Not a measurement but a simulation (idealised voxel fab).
Module name: voxel gate over fins (process module)
It is cross-section cut that appears here, measuring 275 nm in width, its square cells being 5 nm in size.
Cross-section = grid of square cells, listed top down in bands; band = one or more rows. Heads up on the band format: heights come first, top then bottom, in nm. After that it's the materials left to right, each with its width in nm. A single material flagged "everywhere" fills the whole band edge to edge, and "air" means there's empty space there. It should be noted that heights are counted from 0, beneath which the wafer as supplied is of one material throughout, and that the lowest band possesses no lower boundary but continues downward, as written in "0 -> down". Read "30..40" as a graded width: first number on top, second number at the bottom, same change between each pair of neighbouring rows. The cross-section has no changed cell in any step marked "nothing was modified". This entry, "Closed voids list", enumerates those empty regions of no fewer than 8 cells that possess no open connection to the top. Each region is reported in the form width x height at distance, the distance being taken from the left edge, with all three quantities expressed in nm. Heads up: the bit after the settings on a step's line is the simulator's remark on that step. Each step line may optionally specify "overlay nm", which for a step with a mask gives the rightward distance between the mask's planned place and where it lay, a negative value indicating the leftward direction.

### Process steps - plan
1: RECEIVE (material Si)
2: CONFORMAL_DEP (material SiN; thk nm 5)
3: PATTERN (tone cover; mask id FINS; material resist; width nm 15; pitch nm 55; thk nm 15; overlay nm 0)
4: DIRECTIONAL_ETCH (etch materials SiN; depth nm 5)
5: DIRECTIONAL_ETCH (etch materials Si; depth nm 30)
6: STRIP (etch materials resist)
7: FILL_DEP (material SiO2; thk nm 10)
8: CMP (height nm 5)
9: MASKED_ETCH (tone open; mask id RAIL; width nm 15; etch materials SiO2; depth nm 30; overlay nm 0)
10: CONFORMAL_DEP (material TiN; thk nm 5)
11: FILL_DEP (material W; thk nm 5)
12: CMP (height nm 5)
13: SELECTIVE_ETCH (etch materials W Ru TiN; depth nm 20)
14: FILL_DEP (material SiO2; thk nm 5)
15: CMP (height nm 5)
16: SELECTIVE_ETCH (etch materials SiO2; depth nm 15)
17: STRIP (etch materials SiN)
18: CONFORMAL_DEP (material HfO2; thk nm 5)
19: CONFORMAL_DEP (material TiN; thk nm 5)
20: CONFORMAL_DEP (material TiAl; thk nm 5)
21: CONFORMAL_DEP (material TiN; thk nm 5)
22: FILL_DEP (material W; thk nm 15)
23: CMP (height nm 30)
24: CONFORMAL_DEP (material SiN; thk nm 10)

### Wafer at receipt (post step 1), cross-section
> 0 -> down | Si everywhere
> Closed voids list: none

### Sectioned view, first of two wafers, at the close of the module, processed as intended in the plan
> 40 -> 30 | SiN everywhere
> 30 -> 20 | W everywhere
> 20 -> 15 | W 80 nm | TiN 110 nm | W 85 nm
> 15 -> 10 | W 80 nm | TiN 5 nm | TiAl 45 nm | TiN 10 nm | TiAl 45 nm | TiN 5 nm | W 85 nm
> 10 -> 5 | TiN 85 nm | TiAl 5 nm | TiN 35 nm | TiAl 5 nm | TiN 10 nm | TiAl 5 nm | TiN 35 nm | TiAl 5 nm | TiN 90 nm
> 5 -> 0 | TiAl 90 nm | TiN 5 nm | HfO2 25 nm | TiN 5 nm | TiAl 20 nm | TiN 5 nm | HfO2 25 nm | TiN 5 nm | TiAl 95 nm
> 0 -> -5 | TiN 95 nm | HfO2 5 nm | Si 15 nm | HfO2 5 nm | TiN 30 nm | HfO2 5 nm | Si 15 nm | HfO2 5 nm | TiN 100 nm
> -5 -> -10 | HfO2 100 nm | Si 15 nm | HfO2 40 nm | Si 15 nm | HfO2 105 nm
> -10 -> -15 | SiO2 100 nm | Si 15 nm | SiO2 40 nm | Si 15 nm | SiO2 105 nm
> -15 -> -20 | SiO2 100 nm | Si 15 nm | SiO2 10 nm | TiN 5 nm | W 5 nm | TiN 5 nm | SiO2 15 nm | Si 15 nm | SiO2 105 nm
> -20 -> -25 | SiO2 100 nm | Si 15 nm | SiO2 10 nm | TiN 15 nm | SiO2 15 nm | Si 15 nm | SiO2 105 nm
> -25 -> -30 | SiO2 100 nm | Si 15 nm | SiO2 40 nm | Si 15 nm | SiO2 105 nm
> -30 -> down | Si everywhere
> Closed voids list: none

### Same start, same plan as the first wafer - but one mistake in the run. Cross-section of the second of the two at the end of the module
> 40 -> 30 | SiN everywhere
> 30 -> 15 | W everywhere
> 15 -> 10 | W 85 nm | TiN 45 nm | W 10 nm | TiN 45 nm | W 90 nm
> 10 -> 5 | W 85 nm | TiN 5 nm | TiAl 35 nm | TiN 5 nm | W 10 nm | TiN 5 nm | TiAl 35 nm | TiN 5 nm | W 90 nm
> 5 -> 0 | TiN 90 nm | TiAl 5 nm | TiN 25 nm | TiAl 5 nm | TiN 20 nm | TiAl 5 nm | TiN 25 nm | TiAl 5 nm | TiN 95 nm
> 0 -> -5 | TiAl 95 nm | TiN 5 nm | Si 15 nm | TiN 5 nm | TiAl 30 nm | TiN 5 nm | Si 15 nm | TiN 5 nm | TiAl 100 nm
> -5 -> -10 | TiN 100 nm | Si 15 nm | TiN 40 nm | Si 15 nm | TiN 105 nm
> -10 -> -15 | SiO2 100 nm | Si 15 nm | SiO2 40 nm | Si 15 nm | SiO2 105 nm
> -15 -> -20 | SiO2 100 nm | Si 15 nm | SiO2 10 nm | TiN 5 nm | W 5 nm | TiN 5 nm | SiO2 15 nm | Si 15 nm | SiO2 105 nm
> -20 -> -25 | SiO2 100 nm | Si 15 nm | SiO2 10 nm | TiN 15 nm | SiO2 15 nm | Si 15 nm | SiO2 105 nm
> -25 -> -30 | SiO2 100 nm | Si 15 nm | SiO2 40 nm | Si 15 nm | SiO2 105 nm
> -30 -> down | Si everywhere
> Closed voids list: none
What was the processing mistake? the run left out plan step 18 entirely, so it was never executed
The second wafer ends with more or fewer cells of some materials than the first, per final count: HfO2: 63 fewer, W: 63 more
